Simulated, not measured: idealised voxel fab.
process module | voxel wiring stack
cross-section cut | 280 nm wide | cells 5 nm
A cross-section is a grid of square cells, given in bands from the top down. A band is one or more rows of cells.
Each band's line starts with the height of the band's top and of its bottom, in nm. Then come its materials from left to right, each with its width in nm. One material with "throughout" fills the band from edge to edge. "air" is empty space.
Height 0 is the level under which the wafer as received is all one material. The lowest band goes on downwards, as in "0 down".
A width such as "30 to 40" changes by the same amount from each row of cells to the next, from the band's top row to its bottom row.
"no change" after a step means that no cell of the cross-section changed.
closed voids: empty space of 8 cells or more with no open way to the top, each as width x height at its distance from the left edge, in nm
after a step's settings: what the simulator itself notes on the step
overlay nm, on a step with a mask: how far to the right of its planned place the mask lay; to the left if negative
plan
1 op RECEIVE | material Si
2 op CONFORMAL_DEP | material SiO2 | thk nm 10
3 op CONFORMAL_DEP | material SiN | thk nm 5
4 op DIRECTIONAL_DEP | material SiO2 | thk nm 20
5 op MASKED_ETCH | tone open | mask id METAL_1 | width nm 20 | pitch nm 40 | etch materials SiO2 | depth nm 20 | overlay nm 0
6 op MASKED_ETCH | tone open | mask id METAL_1 | width nm 20 | pitch nm 40 | etch materials SiN | depth nm 5 | overlay nm 0
7 op CONFORMAL_DEP | material TiN | thk nm 5
8 op FILL_DEP | material Ru | thk nm 10
9 op CMP | height nm 35
10 op CONFORMAL_DEP | material SiCN | thk nm 5
11 op DIRECTIONAL_DEP | material SiO2 | thk nm 15
12 op MASKED_ETCH | tone open | mask id PLUG_1 | width nm 15 | pitch nm 80 | etch materials SiO2 | depth nm 15 | overlay nm 0
13 op MASKED_ETCH | tone open | mask id PLUG_1 | width nm 15 | pitch nm 80 | etch materials SiCN | depth nm 5 | overlay nm 0
14 op CONFORMAL_DEP | material TiN | thk nm 5
15 op FILL_DEP | material W | thk nm 5
16 op CMP | height nm 55
17 op CONFORMAL_DEP | material SiN | thk nm 5
18 op DIRECTIONAL_DEP | material lowk | thk nm 20
19 op MASKED_ETCH | tone open | mask id METAL_2 | width nm 20 | pitch nm 40 | etch materials lowk | depth nm 20 | overlay nm 0
20 op MASKED_ETCH | tone open | mask id METAL_2 | width nm 20 | pitch nm 40 | etch materials SiN | depth nm 5 | overlay nm 0
21 op CONFORMAL_DEP | material TiN | thk nm 5
22 op FILL_DEP | material Cu | thk nm 5
23 op CMP | height nm 80
24 op CONFORMAL_DEP | material SiCN | thk nm 5
25 op DIRECTIONAL_DEP | material lowk | thk nm 35
26 op MASKED_ETCH | tone open | mask id METAL_3 | width nm 20 | pitch nm 40 | etch materials lowk | depth nm 20 | overlay nm 0
27 op DIRECTIONAL_DEP | material aC | thk nm 10
28 op PATTERN | tone open | mask id METAL_3_HOLES | material resist | width nm 15 | pitch nm 80 | thk nm 25 | overlay nm 0
29 op DIRECTIONAL_ETCH | etch materials aC | depth nm 10
30 op STRIP | etch materials resist
31 op DIRECTIONAL_ETCH | etch materials lowk | depth nm 15
32 op DIRECTIONAL_ETCH | etch materials SiCN | depth nm 5
33 op STRIP | etch materials aC
34 op CONFORMAL_DEP | material TiN | thk nm 5
35 op FILL_DEP | material Cu | thk nm 10
36 op CMP | height nm 120
37 op CONFORMAL_DEP | material SiN | thk nm 5
first wafer, as planned
as received, after step 1
  0 down: Si throughout
  closed voids: none
after step 2
  10 to 0: SiO2 throughout
  below 0: unchanged
after step 3
  15 to 10: SiN throughout
  below 10: unchanged
after step 4
  35 to 15: SiO2 throughout
  below 15: unchanged
after step 5
  35 to 15: SiO2 90 | air 20 | SiO2 20 | air 20 | SiO2 20 | air 20 | SiO2 90
  below 15: unchanged
after step 6
  35 to 15: SiO2 90 | air 20 | SiO2 20 | air 20 | SiO2 20 | air 20 | SiO2 90
  15 to 10: SiN 90 | air 20 | SiN 20 | air 20 | SiN 20 | air 20 | SiN 90
  below 10: unchanged
after step 7
  40 to 35: TiN 95 | air 10 | TiN 30 | air 10 | TiN 30 | air 10 | TiN 95
  35 to 15: SiO2 90 | TiN 5 | air 10 | TiN 5 | SiO2 20 | TiN 5 | air 10 | TiN 5 | SiO2 20 | TiN 5 | air 10 | TiN 5 | SiO2 90
  15 to 10: SiN 90 | TiN 20 | SiN 20 | TiN 20 | SiN 20 | TiN 20 | SiN 90
  below 10: unchanged
after step 8
  50 to 40: Ru throughout
  40 to 35: TiN 95 | Ru 10 | TiN 30 | Ru 10 | TiN 30 | Ru 10 | TiN 95
  35 to 15: SiO2 90 | TiN 5 | Ru 10 | TiN 5 | SiO2 20 | TiN 5 | Ru 10 | TiN 5 | SiO2 20 | TiN 5 | Ru 10 | TiN 5 | SiO2 90
  below 15: unchanged
after step 9
  35 to 15: SiO2 90 | TiN 5 | Ru 10 | TiN 5 | SiO2 20 | TiN 5 | Ru 10 | TiN 5 | SiO2 20 | TiN 5 | Ru 10 | TiN 5 | SiO2 90
  below 15: unchanged
after step 10
  40 to 35: SiCN throughout
  below 35: unchanged
after step 11
  55 to 40: SiO2 throughout
  below 40: unchanged
after step 12
  55 to 40: SiO2 90 | air 15 | SiO2 65 | air 15 | SiO2 95
  below 40: unchanged
after step 13
  55 to 40: SiO2 90 | air 15 | SiO2 65 | air 15 | SiO2 95
  40 to 35: SiCN 90 | air 15 | SiCN 65 | air 15 | SiCN 95
  below 35: unchanged
after step 14
  60 to 55: TiN 95 | air 5 | TiN 75 | air 5 | TiN 100
  55 to 40: SiO2 90 | TiN 5 | air 5 | TiN 5 | SiO2 65 | TiN 5 | air 5 | TiN 5 | SiO2 95
  40 to 35: SiCN 90 | TiN 15 | SiCN 65 | TiN 15 | SiCN 95
  below 35: unchanged
after step 15
  65 to 60: W throughout
  60 to 55: TiN 95 | W 5 | TiN 75 | W 5 | TiN 100
  55 to 40: SiO2 90 | TiN 5 | W 5 | TiN 5 | SiO2 65 | TiN 5 | W 5 | TiN 5 | SiO2 95
  below 40: unchanged
after step 16
  55 to 40: SiO2 90 | TiN 5 | W 5 | TiN 5 | SiO2 65 | TiN 5 | W 5 | TiN 5 | SiO2 95
  below 40: unchanged
after step 17
  60 to 55: SiN throughout
  below 55: unchanged
after step 18
  80 to 60: lowk throughout
  below 60: unchanged
after step 19
  80 to 60: lowk 90 | air 20 | lowk 20 | air 20 | lowk 20 | air 20 | lowk 90
  below 60: unchanged
after step 20
  80 to 60: lowk 90 | air 20 | lowk 20 | air 20 | lowk 20 | air 20 | lowk 90
  60 to 55: SiN 90 | air 20 | SiN 20 | air 20 | SiN 20 | air 20 | SiN 90
  below 55: unchanged
after step 21
  85 to 80: TiN 95 | air 10 | TiN 30 | air 10 | TiN 30 | air 10 | TiN 95
  80 to 60: lowk 90 | TiN 5 | air 10 | TiN 5 | lowk 20 | TiN 5 | air 10 | TiN 5 | lowk 20 | TiN 5 | air 10 | TiN 5 | lowk 90
  60 to 55: SiN 90 | TiN 20 | SiN 20 | TiN 20 | SiN 20 | TiN 20 | SiN 90
  below 55: unchanged
after step 22
  90 to 85: Cu throughout
  85 to 80: TiN 95 | Cu 10 | TiN 30 | Cu 10 | TiN 30 | Cu 10 | TiN 95
  80 to 60: lowk 90 | TiN 5 | Cu 10 | TiN 5 | lowk 20 | TiN 5 | Cu 10 | TiN 5 | lowk 20 | TiN 5 | Cu 10 | TiN 5 | lowk 90
  below 60: unchanged
after step 23
  80 to 60: lowk 90 | TiN 5 | Cu 10 | TiN 5 | lowk 20 | TiN 5 | Cu 10 | TiN 5 | lowk 20 | TiN 5 | Cu 10 | TiN 5 | lowk 90
  below 60: unchanged
after step 24
  85 to 80: SiCN throughout
  below 80: unchanged
after step 25
  120 to 85: lowk throughout
  below 85: unchanged
after step 26
  120 to 100: lowk 90 | air 20 | lowk 20 | air 20 | lowk 20 | air 20 | lowk 90
  below 100: unchanged
after step 27
  130 to 120: aC 90 | air 20 | aC 20 | air 20 | aC 20 | air 20 | aC 90
  120 to 110: lowk 90 | air 20 | lowk 20 | air 20 | lowk 20 | air 20 | lowk 90
  110 to 100: lowk 90 | aC 20 | lowk 20 | aC 20 | lowk 20 | aC 20 | lowk 90
  below 100: unchanged
after step 28
  155 to 130: resist 90 | air 15 | resist 65 | air 15 | resist 95
  130 to 120: aC 90 | air 15 | resist 5 | aC 20 | resist 20 | aC 20 | air 15 | resist 5 | aC 90
  120 to 110: lowk 90 | air 15 | resist 5 | lowk 20 | resist 20 | lowk 20 | air 15 | resist 5 | lowk 90
  below 110: unchanged
after step 29
  145 to 130: resist 90 | air 15 | resist 65 | air 15 | resist 95
  130 to 120: aC 90 | air 15 | resist 5 | aC 20 | resist 20 | aC 20 | air 15 | resist 5 | aC 90
  120 to 110: lowk 90 | air 15 | resist 5 | lowk 20 | resist 20 | lowk 20 | air 15 | resist 5 | lowk 90
  110 to 100: lowk 90 | air 15 | aC 5 | lowk 20 | aC 20 | lowk 20 | air 15 | aC 5 | lowk 90
  below 100: unchanged
after step 30
  130 to 120: aC 90 | air 20 | aC 20 | air 20 | aC 20 | air 20 | aC 90
  120 to 110: lowk 90 | air 20 | lowk 20 | air 20 | lowk 20 | air 20 | lowk 90
  below 110: unchanged
after step 31
  130 to 120: aC 90 | air 20 | aC 20 | air 20 | aC 20 | air 20 | aC 90
  120 to 110: lowk 90 | air 20 | lowk 20 | air 20 | lowk 20 | air 20 | lowk 90
  110 to 100: lowk 90 | air 15 | aC 5 | lowk 20 | aC 20 | lowk 20 | air 15 | aC 5 | lowk 90
  100 to 85: lowk 90 | air 15 | lowk 65 | air 15 | lowk 95
  below 85: unchanged
after step 32
  130 to 120: aC 90 | air 20 | aC 20 | air 20 | aC 20 | air 20 | aC 90
  120 to 110: lowk 90 | air 20 | lowk 20 | air 20 | lowk 20 | air 20 | lowk 90
  110 to 100: lowk 90 | air 15 | aC 5 | lowk 20 | aC 20 | lowk 20 | air 15 | aC 5 | lowk 90
  100 to 85: lowk 90 | air 15 | lowk 65 | air 15 | lowk 95
  85 to 80: SiCN 90 | air 15 | SiCN 65 | air 15 | SiCN 95
  below 80: unchanged
after step 33
  120 to 100: lowk 90 | air 20 | lowk 20 | air 20 | lowk 20 | air 20 | lowk 90
  below 100: unchanged
after step 34
  125 to 120: TiN 95 | air 10 | TiN 30 | air 10 | TiN 30 | air 10 | TiN 95
  120 to 105: lowk 90 | TiN 5 | air 10 | TiN 5 | lowk 20 | TiN 5 | air 10 | TiN 5 | lowk 20 | TiN 5 | air 10 | TiN 5 | lowk 90
  105 to 100: lowk 90 | TiN 5 | air 5 | TiN 10 | lowk 20 | TiN 20 | lowk 20 | TiN 5 | air 5 | TiN 10 | lowk 90
  100 to 85: lowk 90 | TiN 5 | air 5 | TiN 5 | lowk 65 | TiN 5 | air 5 | TiN 5 | lowk 95
  85 to 80: SiCN 90 | TiN 15 | SiCN 65 | TiN 15 | SiCN 95
  below 80: unchanged
after step 35
  135 to 125: Cu throughout
  125 to 120: TiN 95 | Cu 10 | TiN 30 | Cu 10 | TiN 30 | Cu 10 | TiN 95
  120 to 105: lowk 90 | TiN 5 | Cu 10 | TiN 5 | lowk 20 | TiN 5 | Cu 10 | TiN 5 | lowk 20 | TiN 5 | Cu 10 | TiN 5 | lowk 90
  105 to 100: lowk 90 | TiN 5 | Cu 5 | TiN 10 | lowk 20 | TiN 20 | lowk 20 | TiN 5 | Cu 5 | TiN 10 | lowk 90
  100 to 85: lowk 90 | TiN 5 | Cu 5 | TiN 5 | lowk 65 | TiN 5 | Cu 5 | TiN 5 | lowk 95
  below 85: unchanged
after step 36
  120 to 105: lowk 90 | TiN 5 | Cu 10 | TiN 5 | lowk 20 | TiN 5 | Cu 10 | TiN 5 | lowk 20 | TiN 5 | Cu 10 | TiN 5 | lowk 90
  below 105: unchanged
after step 37
  125 to 120: SiN throughout
  below 120: unchanged
second wafer: like start, like plan, one mistake. Through step 24 it matches the first wafer
when step 25 should have ended
  120 to 85: SiO2 throughout
  below 85: unchanged
when step 26 should have ended: no change
when step 27 should have ended
  130 to 120: aC throughout
  below 120: unchanged
when step 28 should have ended
  155 to 130: resist 90 | air 15 | resist 65 | air 15 | resist 95
  below 130: unchanged
when step 29 should have ended
  145 to 130: resist 90 | air 15 | resist 65 | air 15 | resist 95
  130 to 120: aC 90 | air 15 | aC 65 | air 15 | aC 95
  below 120: unchanged
when step 30 should have ended
  130 to 120: aC 90 | air 15 | aC 65 | air 15 | aC 95
  below 120: unchanged
when step 31 should have ended: no change
when step 32 should have ended: no change
when step 33 should have ended
  120 to 85: SiO2 throughout
  below 85: unchanged
when step 34 should have ended
  125 to 120: TiN throughout
  below 120: unchanged
when step 35 should have ended
  135 to 125: Cu throughout
  below 125: unchanged
when step 36 should have ended
  120 to 85: SiO2 throughout
  below 85: unchanged
when step 37 should have ended
  125 to 120: SiN throughout
  below 120: unchanged
what went wrong: step 25 ran as: op DIRECTIONAL_DEP | material SiO2 | thk nm 35
at the end the second wafer has, in cells: 26 fewer of Cu | 6 more of SiCN | 392 more of SiO2 | 46 fewer of TiN | 326 fewer of lowk
